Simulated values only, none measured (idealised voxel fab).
The following process module bears the name voxel air gaps.
FYI the section here is cut, 285 nm wide, cells are 5 nm squares.
When this document writes out a cross-section, it uses a grid of square cells and lists it as bands, beginning at the top and moving down, with a band standing for one or more rows of cells. For a band, the entry starts with two heights in nm, that of the top and then that of the bottom, and carries on with the band's materials in order from left to right, each alongside its width in nm; the word "everywhere" beside a single material means it fills the band edge to edge, and "empty" means empty space. Note: height 0 marks the level under which the wafer is uniformly one material as received. Lowest band unbounded below, written "from 0 down". Width: "30 to 40" (first number = top row, second number = bottom row, same change from row to row of cells). For the purposes of this document, the phrase "stayed the same" attached to a step denotes that no cell within the cross-section was modified by that step. In the "Closed empty spaces" entry, you get each enclosed empty space of 8 cells or more, one with no open way to the top, written width x height at distance, distance from the left edge, in nm. If you see something after the settings on a step's line, that's the simulator's own remark about that step. The line of a step may include "overlay nm". On a step with a mask, this value is how far to the right of its planned place the mask lay. A negative value means the mask lay to the left.

Set out below are the planned steps of the process:
1 RECEIVE,material Si
2 CONFORMAL_DEP,material SiO2,thk nm 10
3 CONFORMAL_DEP,material SiN,thk nm 5
4 DIRECTIONAL_DEP,material SiO2,thk nm 40
5 DIRECTIONAL_DEP,material aC,thk nm 10
6 PATTERN,tone open,mask id LINES,material resist,width nm 25,pitch nm 50,thk nm 30,overlay nm 0
7 DIRECTIONAL_ETCH,etch materials aC,depth nm 10
8 STRIP,etch materials resist
9 DIRECTIONAL_ETCH,etch materials SiO2,depth nm 40
10 STRIP,etch materials aC
11 CONFORMAL_DEP,material TiN,thk nm 5
12 FILL_DEP,material W,thk nm 10
13 CMP,height nm 55
14 EPI,material Ru,thk nm 10
15 SELECTIVE_ETCH,etch materials SiO2,depth nm 50
16 CONFORMAL_DEP,material SiN,thk nm 5

Cross-section of the incoming wafer, state after step 1:
> from 0 down: Si everywhere
> Closed empty spaces: none

Module complete - cross-section of the first of two wafers, run according to plan:
> from 70 to 65: 65 nm empty; 155 nm SiN; 65 nm empty
> from 65 to 55: 65 nm empty; 5 nm SiN; 45 nm Ru; 5 nm SiN; 45 nm Ru; 5 nm SiN; 45 nm Ru; 5 nm SiN; 65 nm empty
> from 55 to 50: 65 nm empty; 15 nm SiN; 5 nm TiN; 15 nm W; 5 nm TiN; 25 nm SiN; 5 nm TiN; 15 nm W; 5 nm TiN; 25 nm SiN; 5 nm TiN; 15 nm W; 5 nm TiN; 15 nm SiN; 65 nm empty
> from 50 to 20: 75 nm empty; 5 nm SiN; 5 nm TiN; 15 nm W; 5 nm TiN; 5 nm SiN; 15 nm empty; 5 nm SiN; 5 nm TiN; 15 nm W; 5 nm TiN; 5 nm SiN; 15 nm empty; 5 nm SiN; 5 nm TiN; 15 nm W; 5 nm TiN; 5 nm SiN; 75 nm empty
> from 20 to 15: 80 nm SiN; 25 nm TiN; 25 nm SiN; 25 nm TiN; 25 nm SiN; 25 nm TiN; 80 nm SiN
> from 15 to 10: SiN everywhere
> from 10 to 0: SiO2 everywhere
> from 0 down: Si everywhere
> Closed empty spaces: 15 x 30 at 110; 15 x 30 at 160

This is the second of the two wafers, cross-sectioned at the end of the module; it started exactly like the first and was given the same plan, but it was run with one mistake:
> from 70 to 65: SiN everywhere
> from 65 to 55: 90 nm Ru; 5 nm SiN; 45 nm Ru; 5 nm SiN; 45 nm Ru; 5 nm SiN; 90 nm Ru
> from 55 to 50: 75 nm W; 5 nm TiN; 25 nm SiN; 5 nm TiN; 15 nm W; 5 nm TiN; 25 nm SiN; 5 nm TiN; 15 nm W; 5 nm TiN; 25 nm SiN; 5 nm TiN; 75 nm W
> from 50 to 20: 75 nm W; 5 nm TiN; 5 nm SiN; 15 nm empty; 5 nm SiN; 5 nm TiN; 15 nm W; 5 nm TiN; 5 nm SiN; 15 nm empty; 5 nm SiN; 5 nm TiN; 15 nm W; 5 nm TiN; 5 nm SiN; 15 nm empty; 5 nm SiN; 5 nm TiN; 75 nm W
> from 20 to 15: 80 nm TiN; 25 nm SiN; 25 nm TiN; 25 nm SiN; 25 nm TiN; 25 nm SiN; 80 nm TiN
> from 15 to 10: SiN everywhere
> from 10 to 0: SiO2 everywhere
> from 0 down: Si everywhere
> Closed empty spaces: 15 x 30 at 85; 15 x 30 at 135; 15 x 30 at 185
Error vs. plan: step 6 off recipe, ran as PATTERN,tone cover,mask id LINES,material resist,width nm 25,pitch nm 50,thk nm 30,overlay nm 0
Materials where the second wafer ends with more or fewer cells than the first: Ru: 54 more; SiN: 4 fewer; TiN: 27 more; W: 189 more
closed voids at the end (first wafer, second wafer): 2, 3
